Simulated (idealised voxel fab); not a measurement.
Proc. module: voxel transistor to metal
The cross-section on display is named cut; it measures 155 nm wide, and its cells are 5 nm squares.
Just so we're on the same page, the cross-sections are grids of square cells, and they're listed out in bands top to bottom, each band one or more rows deep. For a band, the entry starts with two heights in nm, that of the top and then that of the bottom, and carries on with the band's materials in order from left to right, each alongside its width in nm; the word "all across" beside a single material means it fills the band edge to edge, and "blank" means empty space. Counting heights begins at 0, where everything beneath is, in the wafer as received, one material. The lowest band has no bottom; it goes on downwards, as "top 0, no bottom" shows. It should be noted that a width expressed as "30 to 40" varies in equal increments from row to row of cells within the band, taking the value of the first number at the top row and that of the second number at the bottom row. The cross-section has no changed cell in any step marked "stayed the same". Any empty space of 8 cells or more lacking an open way to the top shows up in "Sealed voids" as width x height at distance, distance from the left edge, in nm. Post-settings text on a step line: simulator's own remark regarding the step. overlay nm: mask right of planned place by this much (step with mask). Neg. = left.

### Set out below are the planned steps of the process
step 1: RECEIVE (material Si)
step 2: CONFORMAL_DEP (material SiO2; thk nm 5)
step 3: CONFORMAL_DEP (material SiN; thk nm 15)
step 4: MASKED_ETCH (tone cover; mask id ACTIVE; width nm 95; etch materials SiN; depth nm 15; overlay nm 0)
step 5: MASKED_ETCH (tone cover; mask id ACTIVE; width nm 95; etch materials SiO2; depth nm 5; overlay nm 0)
step 6: MASKED_ETCH (tone cover; mask id ACTIVE; width nm 95; etch materials Si; depth nm 25; overlay nm 0)
step 7: FILL_DEP (material SiO2; thk nm 5)
step 8: CMP (height nm 20)
step 9: SELECTIVE_ETCH (etch materials SiO2; depth nm 15)
step 10: STRIP (etch materials SiN)
step 11: SELECTIVE_ETCH (etch materials SiO2; depth nm 5)
step 12: OXIDIZE (depth nm 5)
step 13: DIRECTIONAL_DEP (material polySi; thk nm 20)
step 14: DIRECTIONAL_DEP (material SiCN; thk nm 10)
step 15: DIRECTIONAL_DEP (material aC; thk nm 10)
step 16: PATTERN (tone cover; mask id GATE; material resist; width nm 25; thk nm 25; overlay nm 0)
step 17: DIRECTIONAL_ETCH (etch materials aC; depth nm 10)
step 18: STRIP (etch materials resist)
step 19: DIRECTIONAL_ETCH (etch materials SiCN; depth nm 20)
step 20: DIRECTIONAL_ETCH (etch materials polySi; depth nm 30)
step 21: STRIP (etch materials aC)
step 22: CONFORMAL_DEP (material SiO2; thk nm 5)
step 23: DIRECTIONAL_ETCH (etch materials SiO2; depth nm 5)
step 24: CONFORMAL_DEP (material SiN; thk nm 5)
step 25: DIRECTIONAL_ETCH (etch materials SiN; depth nm 5)
step 26: DIRECTIONAL_ETCH (etch materials SiO2; depth nm 5)
step 27: EPI (material pSi; thk nm 5)
step 28: FILL_DEP (material SiO2; thk nm 10)
step 29: CMP (height nm 20)
step 30: STRIP (etch materials polySi)
step 31: SELECTIVE_ETCH (etch materials SiO2; depth nm 5)
step 32: CONFORMAL_DEP (material HfO2; thk nm 5)
step 33: CONFORMAL_DEP (material TiN; thk nm 5)
step 34: FILL_DEP (material W; thk nm 5)
step 35: CMP (height nm 15)
step 36: DIRECTIONAL_DEP (material SiO2; thk nm 15)
step 37: MASKED_ETCH (tone open; mask id CONTACT; width nm 15; pitch nm 70; etch materials SiO2; depth nm 30; overlay nm 0)
step 38: CONFORMAL_DEP (material TiN; thk nm 5)
step 39: FILL_DEP (material Ru; thk nm 5)
step 40: CMP (height nm 30)
step 41: DIRECTIONAL_DEP (material TiN; thk nm 5)
step 42: DIRECTIONAL_DEP (material W; thk nm 15)
step 43: PATTERN (tone cover; mask id METAL_1; material resist; width nm 15; pitch nm 70; thk nm 15; overlay nm 0)
step 44: DIRECTIONAL_ETCH (etch materials W; depth nm 15)
step 45: DIRECTIONAL_ETCH (etch materials TiN; depth nm 5)
step 46: STRIP (etch materials resist)
step 47: CONFORMAL_DEP (material SiCN; thk nm 5)
step 48: FILL_DEP (material SiO2; thk nm 5)
step 49: CMP (height nm 50)
step 50: CONFORMAL_DEP (material SiCN; thk nm 5)
step 51: DIRECTIONAL_DEP (material SiO2; thk nm 35)
step 52: PATTERN (tone open; mask id METAL_2; material resist; width nm 15; pitch nm 70; thk nm 20; overlay nm 0)
step 53: DIRECTIONAL_ETCH (etch materials SiO2; depth nm 20)
step 54: STRIP (etch materials resist)
step 55: PATTERN (tone open; mask id METAL_2_HOLES; material resist; width nm 15; pitch nm 70; thk nm 15; overlay nm 0)
step 56: DIRECTIONAL_ETCH (etch materials SiO2; depth nm 15)
step 57: DIRECTIONAL_ETCH (etch materials SiCN; depth nm 5)
step 58: STRIP (etch materials resist)
step 59: CONFORMAL_DEP (material TiN; thk nm 5)
step 60: FILL_DEP (material Ru; thk nm 5)
step 61: CMP (height nm 90)
step 62: CONFORMAL_DEP (material SiCN; thk nm 5)

### As received (post step 1): cross-section
	top 0, no bottom  Si all across
	Sealed voids: none

### Starting wafer: above. Plan: above. Run: one mistake. Cross-section after the module: below
	top 95, bottom 90  SiCN all across
	top 90, bottom 55  SiO2 (35), TiN (5), Ru (5), TiN (5), SiO2 (55), TiN (5), Ru (5), TiN (5), SiO2 (35)
	top 55, bottom 50  SiCN (35), TiN (15), SiCN (55), TiN (15), SiCN (35)
	top 50, bottom 35  SiO2 (30), SiCN (5), W (15), SiCN (5), SiO2 (45), SiCN (5), W (15), SiCN (5), SiO2 (30)
	top 35, bottom 30  SiCN (35), TiN (15), SiCN (55), TiN (15), SiCN (35)
	top 30, bottom 20  SiO2 (35), TiN (5), Ru (5), TiN (5), SiO2 (55), TiN (5), Ru (5), TiN (5), SiO2 (35)
	top 20, bottom 15  SiO2 (35), TiN (15), SiO2 (55), TiN (15), SiO2 (35)
	top 15, bottom 5  W (60), TiN (5), HfO2 (5), SiN (5), SiO2 (5), SiN (5), HfO2 (5), TiN (5), W (60)
	top 5, bottom 0  TiN (65), HfO2 (5), SiN (5), SiO2 (5), SiN (5), HfO2 (5), TiN (65)
	top 0, bottom -5  HfO2 (70), SiO2 (5), pSi (5), SiO2 (5), HfO2 (70)
	top -5, bottom -25  SiO2 (30), Si (95), SiO2 (30)
	top -25, no bottom  Si all across
	Sealed voids: none
Run error: step 16 off recipe, ran as PATTERN (tone open; mask id GATE; material resist; width nm 25; thk nm 25; overlay nm 0)
